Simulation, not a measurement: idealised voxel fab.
process module | voxel wiring stack
cross-section cut | 155 nm wide | cells 5 nm
A cross-section is a grid of square cells, given in bands from the top down. A band is one or more rows of cells.
Each band's line starts with the height of the band's top and of its bottom, in nm. Then come its materials from left to right, each with its width in nm. One material with "throughout" fills the band from edge to edge. "air" is empty space.
Height 0 is the level under which the wafer as received is all one material. The lowest band goes on downwards, as in "0 down".
A width such as "30 to 40" changes by the same amount from each row of cells to the next, from the band's top row to its bottom row.
"no change" after a step means that no cell of the cross-section changed.
closed voids: empty space of 8 cells or more with no open way to the top, each as width x height at its distance from the left edge, in nm
after a step's settings: what the simulator itself notes on the step
overlay nm, on a step with a mask: how far to the right of its planned place the mask lay; to the left if negative
plan
1 op RECEIVE | material Si
2 op CONFORMAL_DEP | material SiO2 | thk nm 15
3 op CONFORMAL_DEP | material SiN | thk nm 5
4 op DIRECTIONAL_DEP | material SiO2 | thk nm 25
5 op DIRECTIONAL_DEP | material aC | thk nm 10
6 op PATTERN | tone open | mask id METAL_1 | material resist | width nm 25 | pitch nm 45 | thk nm 25 | overlay nm 0
7 op DIRECTIONAL_ETCH | etch materials aC | depth nm 10
8 op STRIP | etch materials resist
9 op DIRECTIONAL_ETCH | etch materials SiO2 | depth nm 25
10 op DIRECTIONAL_ETCH | etch materials SiN | depth nm 5
11 op STRIP | etch materials aC
12 op CONFORMAL_DEP | material TiN | thk nm 5
13 op FILL_DEP | material Ru | thk nm 5
14 op CMP | height nm 45
15 op CONFORMAL_DEP | material SiCN | thk nm 5
16 op DIRECTIONAL_DEP | material lowk | thk nm 25
17 op DIRECTIONAL_DEP | material aC | thk nm 10
18 op PATTERN | tone open | mask id METAL_2_HOLES | material resist | width nm 15 | pitch nm 45 | thk nm 30 | overlay nm 0
19 op DIRECTIONAL_ETCH | etch materials aC | depth nm 10
20 op STRIP | etch materials resist
21 op DIRECTIONAL_ETCH | etch materials lowk | depth nm 25
22 op STRIP | etch materials aC
23 op MASKED_ETCH | tone open | mask id METAL_2 | width nm 25 | pitch nm 45 | etch materials lowk | depth nm 15 | overlay nm 0
24 op MASKED_ETCH | tone open | mask id METAL_2 | width nm 25 | pitch nm 45 | etch materials SiCN | depth nm 5 | overlay nm 0
25 op CONFORMAL_DEP | material TiN | thk nm 5
26 op FILL_DEP | material Cu | thk nm 10
27 op CMP | height nm 75
28 op CONFORMAL_DEP | material SiCN | thk nm 5
29 op DIRECTIONAL_DEP | material SiO2 | thk nm 35
30 op PATTERN | tone open | mask id METAL_3_HOLES | material resist | width nm 15 | thk nm 20 | overlay nm 0
31 op DIRECTIONAL_ETCH | etch materials SiO2 | depth nm 35
32 op STRIP | etch materials resist
33 op PATTERN | tone open | mask id METAL_3 | material resist | width nm 25 | pitch nm 45 | thk nm 15 | overlay nm 0
34 op DIRECTIONAL_ETCH | etch materials SiO2 | depth nm 20
35 op DIRECTIONAL_ETCH | etch materials SiCN | depth nm 5
36 op STRIP | etch materials resist
37 op CONFORMAL_DEP | material TiN | thk nm 5
38 op FILL_DEP | material Cu | thk nm 5
39 op CMP | height nm 115
40 op CONFORMAL_DEP | material SiN | thk nm 5
first wafer, as planned
as received, after step 1
  0 down: Si throughout
  closed voids: none
after step 2
  15 to 0: SiO2 throughout
  below 0: unchanged
after step 3
  20 to 15: SiN throughout
  below 15: unchanged
after step 4
  45 to 20: SiO2 throughout
  below 20: unchanged
after step 5
  55 to 45: aC throughout
  below 45: unchanged
after step 6
  80 to 55: resist 40 | air 25 | resist 20 | air 25 | resist 45
  below 55: unchanged
after step 7
  70 to 55: resist 40 | air 25 | resist 20 | air 25 | resist 45
  55 to 45: aC 40 | air 25 | aC 20 | air 25 | aC 45
  below 45: unchanged
after step 8
  55 to 45: aC 40 | air 25 | aC 20 | air 25 | aC 45
  below 45: unchanged
after step 9
  55 to 45: aC 40 | air 25 | aC 20 | air 25 | aC 45
  45 to 20: SiO2 40 | air 25 | SiO2 20 | air 25 | SiO2 45
  below 20: unchanged
after step 10
  55 to 45: aC 40 | air 25 | aC 20 | air 25 | aC 45
  45 to 20: SiO2 40 | air 25 | SiO2 20 | air 25 | SiO2 45
  20 to 15: SiN 40 | air 25 | SiN 20 | air 25 | SiN 45
  below 15: unchanged
after step 11
  45 to 20: SiO2 40 | air 25 | SiO2 20 | air 25 | SiO2 45
  below 20: unchanged
after step 12
  50 to 45: TiN 45 | air 15 | TiN 30 | air 15 | TiN 50
  45 to 20: SiO2 40 | TiN 5 | air 15 | TiN 5 | SiO2 20 | TiN 5 | air 15 | TiN 5 | SiO2 45
  20 to 15: SiN 40 | TiN 25 | SiN 20 | TiN 25 | SiN 45
  below 15: unchanged
after step 13
  55 to 50: Ru throughout
  50 to 45: TiN 45 | Ru 15 | TiN 30 | Ru 15 | TiN 50
  45 to 20: SiO2 40 | TiN 5 | Ru 15 | TiN 5 | SiO2 20 | TiN 5 | Ru 15 | TiN 5 | SiO2 45
  below 20: unchanged
after step 14
  45 to 20: SiO2 40 | TiN 5 | Ru 15 | TiN 5 | SiO2 20 | TiN 5 | Ru 15 | TiN 5 | SiO2 45
  below 20: unchanged
after step 15
  50 to 45: SiCN throughout
  below 45: unchanged
after step 16
  75 to 50: lowk throughout
  below 50: unchanged
after step 17
  85 to 75: aC throughout
  below 75: unchanged
after step 18
  115 to 85: resist 40 | air 15 | resist 30 | air 15 | resist 55
  below 85: unchanged
after step 19
  105 to 85: resist 40 | air 15 | resist 30 | air 15 | resist 55
  85 to 75: aC 40 | air 15 | aC 30 | air 15 | aC 55
  below 75: unchanged
after step 20
  85 to 75: aC 40 | air 15 | aC 30 | air 15 | aC 55
  below 75: unchanged
after step 21
  85 to 75: aC 40 | air 15 | aC 30 | air 15 | aC 55
  75 to 50: lowk 40 | air 15 | lowk 30 | air 15 | lowk 55
  below 50: unchanged
after step 22
  75 to 50: lowk 40 | air 15 | lowk 30 | air 15 | lowk 55
  below 50: unchanged
after step 23
  75 to 60: lowk 40 | air 25 | lowk 20 | air 25 | lowk 45
  below 60: unchanged
after step 24
  75 to 60: lowk 40 | air 25 | lowk 20 | air 25 | lowk 45
  60 to 50: lowk 40 | air 15 | lowk 30 | air 15 | lowk 55
  50 to 45: SiCN 40 | air 15 | SiCN 30 | air 15 | SiCN 55
  below 45: unchanged
after step 25
  80 to 75: TiN 45 | air 15 | TiN 30 | air 15 | TiN 50
  75 to 65: lowk 40 | TiN 5 | air 15 | TiN 5 | lowk 20 | TiN 5 | air 15 | TiN 5 | lowk 45
  65 to 60: lowk 40 | TiN 5 | air 5 | TiN 15 | lowk 20 | TiN 5 | air 5 | TiN 15 | lowk 45
  60 to 50: lowk 40 | TiN 5 | air 5 | TiN 5 | lowk 30 | TiN 5 | air 5 | TiN 5 | lowk 55
  50 to 45: SiCN 40 | TiN 15 | SiCN 30 | TiN 15 | SiCN 55
  below 45: unchanged
after step 26
  90 to 80: Cu throughout
  80 to 75: TiN 45 | Cu 15 | TiN 30 | Cu 15 | TiN 50
  75 to 65: lowk 40 | TiN 5 | Cu 15 | TiN 5 | lowk 20 | TiN 5 | Cu 15 | TiN 5 | lowk 45
  65 to 60: lowk 40 | TiN 5 | Cu 5 | TiN 15 | lowk 20 | TiN 5 | Cu 5 | TiN 15 | lowk 45
  60 to 50: lowk 40 | TiN 5 | Cu 5 | TiN 5 | lowk 30 | TiN 5 | Cu 5 | TiN 5 | lowk 55
  below 50: unchanged
after step 27
  75 to 65: lowk 40 | TiN 5 | Cu 15 | TiN 5 | lowk 20 | TiN 5 | Cu 15 | TiN 5 | lowk 45
  below 65: unchanged
after step 28
  80 to 75: SiCN throughout
  below 75: unchanged
after step 29
  115 to 80: SiO2 throughout
  below 80: unchanged
after step 30
  135 to 115: resist 40 | air 15 | resist 100
  below 115: unchanged
after step 31
  135 to 115: resist 40 | air 15 | resist 100
  115 to 80: SiO2 40 | air 15 | SiO2 100
  below 80: unchanged
after step 32
  115 to 80: SiO2 40 | air 15 | SiO2 100
  below 80: unchanged
after step 33
  130 to 115: resist 40 | air 25 | resist 20 | air 25 | resist 45
  below 115: unchanged
after step 34
  130 to 115: resist 40 | air 25 | resist 20 | air 25 | resist 45
  115 to 95: SiO2 40 | air 25 | SiO2 20 | air 25 | SiO2 45
  below 95: unchanged
after step 35
  130 to 115: resist 40 | air 25 | resist 20 | air 25 | resist 45
  115 to 95: SiO2 40 | air 25 | SiO2 20 | air 25 | SiO2 45
  95 to 80: SiO2 40 | air 15 | SiO2 100
  80 to 75: SiCN 40 | air 15 | SiCN 100
  below 75: unchanged
after step 36
  115 to 95: SiO2 40 | air 25 | SiO2 20 | air 25 | SiO2 45
  below 95: unchanged
after step 37
  120 to 115: TiN 45 | air 15 | TiN 30 | air 15 | TiN 50
  115 to 100: SiO2 40 | TiN 5 | air 15 | TiN 5 | SiO2 20 | TiN 5 | air 15 | TiN 5 | SiO2 45
  100 to 95: SiO2 40 | TiN 5 | air 5 | TiN 15 | SiO2 20 | TiN 25 | SiO2 45
  95 to 80: SiO2 40 | TiN 5 | air 5 | TiN 5 | SiO2 100
  80 to 75: SiCN 40 | TiN 15 | SiCN 100
  below 75: unchanged
after step 38
  125 to 120: Cu throughout
  120 to 115: TiN 45 | Cu 15 | TiN 30 | Cu 15 | TiN 50
  115 to 100: SiO2 40 | TiN 5 | Cu 15 | TiN 5 | SiO2 20 | TiN 5 | Cu 15 | TiN 5 | SiO2 45
  100 to 95: SiO2 40 | TiN 5 | Cu 5 | TiN 15 | SiO2 20 | TiN 25 | SiO2 45
  95 to 80: SiO2 40 | TiN 5 | Cu 5 | TiN 5 | SiO2 100
  below 80: unchanged
after step 39
  115 to 100: SiO2 40 | TiN 5 | Cu 15 | TiN 5 | SiO2 20 | TiN 5 | Cu 15 | TiN 5 | SiO2 45
  below 100: unchanged
after step 40
  120 to 115: SiN throughout
  below 115: unchanged
second wafer: like start, like plan, one mistake. Through step 1 it matches the first wafer
when step 2 should have ended
  5 to 0: SiO2 throughout
  below 0: unchanged
when step 3 should have ended
  10 to 5: SiN throughout
  below 5: unchanged
when step 4 should have ended
  35 to 10: SiO2 throughout
  below 10: unchanged
when step 5 should have ended
  45 to 35: aC throughout
  below 35: unchanged
when step 6 should have ended
  70 to 45: resist 40 | air 25 | resist 20 | air 25 | resist 45
  below 45: unchanged
when step 7 should have ended
  60 to 45: resist 40 | air 25 | resist 20 | air 25 | resist 45
  45 to 35: aC 40 | air 25 | aC 20 | air 25 | aC 45
  below 35: unchanged
when step 8 should have ended
  45 to 35: aC 40 | air 25 | aC 20 | air 25 | aC 45
  below 35: unchanged
when step 9 should have ended
  45 to 35: aC 40 | air 25 | aC 20 | air 25 | aC 45
  35 to 10: SiO2 40 | air 25 | SiO2 20 | air 25 | SiO2 45
  below 10: unchanged
when step 10 should have ended
  45 to 35: aC 40 | air 25 | aC 20 | air 25 | aC 45
  35 to 10: SiO2 40 | air 25 | SiO2 20 | air 25 | SiO2 45
  10 to 5: SiN 40 | air 25 | SiN 20 | air 25 | SiN 45
  below 5: unchanged
when step 11 should have ended
  35 to 10: SiO2 40 | air 25 | SiO2 20 | air 25 | SiO2 45
  below 10: unchanged
when step 12 should have ended
  40 to 35: TiN 45 | air 15 | TiN 30 | air 15 | TiN 50
  35 to 10: SiO2 40 | TiN 5 | air 15 | TiN 5 | SiO2 20 | TiN 5 | air 15 | TiN 5 | SiO2 45
  10 to 5: SiN 40 | TiN 25 | SiN 20 | TiN 25 | SiN 45
  below 5: unchanged
when step 13 should have ended
  45 to 40: Ru throughout
  40 to 35: TiN 45 | Ru 15 | TiN 30 | Ru 15 | TiN 50
  35 to 10: SiO2 40 | TiN 5 | Ru 15 | TiN 5 | SiO2 20 | TiN 5 | Ru 15 | TiN 5 | SiO2 45
  below 10: unchanged
when step 14 should have ended: no change
when step 15 should have ended
  50 to 45: SiCN throughout
  below 45: unchanged
when step 16 should have ended
  75 to 50: lowk throughout
  below 50: unchanged
when step 17 should have ended
  85 to 75: aC throughout
  below 75: unchanged
when step 18 should have ended
  115 to 85: resist 40 | air 15 | resist 30 | air 15 | resist 55
  below 85: unchanged
when step 19 should have ended
  105 to 85: resist 40 | air 15 | resist 30 | air 15 | resist 55
  85 to 75: aC 40 | air 15 | aC 30 | air 15 | aC 55
  below 75: unchanged
when step 20 should have ended
  85 to 75: aC 40 | air 15 | aC 30 | air 15 | aC 55
  below 75: unchanged
when step 21 should have ended
  85 to 75: aC 40 | air 15 | aC 30 | air 15 | aC 55
  75 to 50: lowk 40 | air 15 | lowk 30 | air 15 | lowk 55
  below 50: unchanged
when step 22 should have ended
  75 to 50: lowk 40 | air 15 | lowk 30 | air 15 | lowk 55
  below 50: unchanged
when step 23 should have ended
  75 to 60: lowk 40 | air 25 | lowk 20 | air 25 | lowk 45
  below 60: unchanged
when step 24 should have ended
  75 to 60: lowk 40 | air 25 | lowk 20 | air 25 | lowk 45
  60 to 50: lowk 40 | air 15 | lowk 30 | air 15 | lowk 55
  50 to 45: SiCN 40 | air 15 | SiCN 30 | air 15 | SiCN 55
  below 45: unchanged
when step 25 should have ended
  80 to 75: TiN 45 | air 15 | TiN 30 | air 15 | TiN 50
  75 to 65: lowk 40 | TiN 5 | air 15 | TiN 5 | lowk 20 | TiN 5 | air 15 | TiN 5 | lowk 45
  65 to 60: lowk 40 | TiN 5 | air 5 | TiN 15 | lowk 20 | TiN 5 | air 5 | TiN 15 | lowk 45
  60 to 50: lowk 40 | TiN 5 | air 5 | TiN 5 | lowk 30 | TiN 5 | air 5 | TiN 5 | lowk 55
  50 to 45: SiCN 40 | TiN 15 | SiCN 30 | TiN 15 | SiCN 55
  below 45: unchanged
when step 26 should have ended
  90 to 80: Cu throughout
  80 to 75: TiN 45 | Cu 15 | TiN 30 | Cu 15 | TiN 50
  75 to 65: lowk 40 | TiN 5 | Cu 15 | TiN 5 | lowk 20 | TiN 5 | Cu 15 | TiN 5 | lowk 45
  65 to 60: lowk 40 | TiN 5 | Cu 5 | TiN 15 | lowk 20 | TiN 5 | Cu 5 | TiN 15 | lowk 45
  60 to 50: lowk 40 | TiN 5 | Cu 5 | TiN 5 | lowk 30 | TiN 5 | Cu 5 | TiN 5 | lowk 55
  below 50: unchanged
when step 27 should have ended
  75 to 65: lowk 40 | TiN 5 | Cu 15 | TiN 5 | lowk 20 | TiN 5 | Cu 15 | TiN 5 | lowk 45
  below 65: unchanged
when step 28 should have ended
  80 to 75: SiCN throughout
  below 75: unchanged
when step 29 should have ended
  115 to 80: SiO2 throughout
  below 80: unchanged
when step 30 should have ended
  135 to 115: resist 40 | air 15 | resist 100
  below 115: unchanged
when step 31 should have ended
  135 to 115: resist 40 | air 15 | resist 100
  115 to 80: SiO2 40 | air 15 | SiO2 100
  below 80: unchanged
when step 32 should have ended
  115 to 80: SiO2 40 | air 15 | SiO2 100
  below 80: unchanged
when step 33 should have ended
  130 to 115: resist 40 | air 25 | resist 20 | air 25 | resist 45
  below 115: unchanged
when step 34 should have ended
  130 to 115: resist 40 | air 25 | resist 20 | air 25 | resist 45
  115 to 95: SiO2 40 | air 25 | SiO2 20 | air 25 | SiO2 45
  below 95: unchanged
when step 35 should have ended
  130 to 115: resist 40 | air 25 | resist 20 | air 25 | resist 45
  115 to 95: SiO2 40 | air 25 | SiO2 20 | air 25 | SiO2 45
  95 to 80: SiO2 40 | air 15 | SiO2 100
  80 to 75: SiCN 40 | air 15 | SiCN 100
  below 75: unchanged
when step 36 should have ended
  115 to 95: SiO2 40 | air 25 | SiO2 20 | air 25 | SiO2 45
  below 95: unchanged
when step 37 should have ended
  120 to 115: TiN 45 | air 15 | TiN 30 | air 15 | TiN 50
  115 to 100: SiO2 40 | TiN 5 | air 15 | TiN 5 | SiO2 20 | TiN 5 | air 15 | TiN 5 | SiO2 45
  100 to 95: SiO2 40 | TiN 5 | air 5 | TiN 15 | SiO2 20 | TiN 25 | SiO2 45
  95 to 80: SiO2 40 | TiN 5 | air 5 | TiN 5 | SiO2 100
  80 to 75: SiCN 40 | TiN 15 | SiCN 100
  below 75: unchanged
when step 38 should have ended
  125 to 120: Cu throughout
  120 to 115: TiN 45 | Cu 15 | TiN 30 | Cu 15 | TiN 50
  115 to 100: SiO2 40 | TiN 5 | Cu 15 | TiN 5 | SiO2 20 | TiN 5 | Cu 15 | TiN 5 | SiO2 45
  100 to 95: SiO2 40 | TiN 5 | Cu 5 | TiN 15 | SiO2 20 | TiN 25 | SiO2 45
  95 to 80: SiO2 40 | TiN 5 | Cu 5 | TiN 5 | SiO2 100
  below 80: unchanged
when step 39 should have ended
  115 to 100: SiO2 40 | TiN 5 | Cu 15 | TiN 5 | SiO2 20 | TiN 5 | Cu 15 | TiN 5 | SiO2 45
  below 100: unchanged
when step 40 should have ended
  120 to 115: SiN throughout
  below 115: unchanged
what went wrong: step 2 ran as: op CONFORMAL_DEP | material SiO2 | thk nm 5
at the end the second wafer has, in cells: 37 more of Ru | 62 fewer of SiO2 | 25 more of TiN
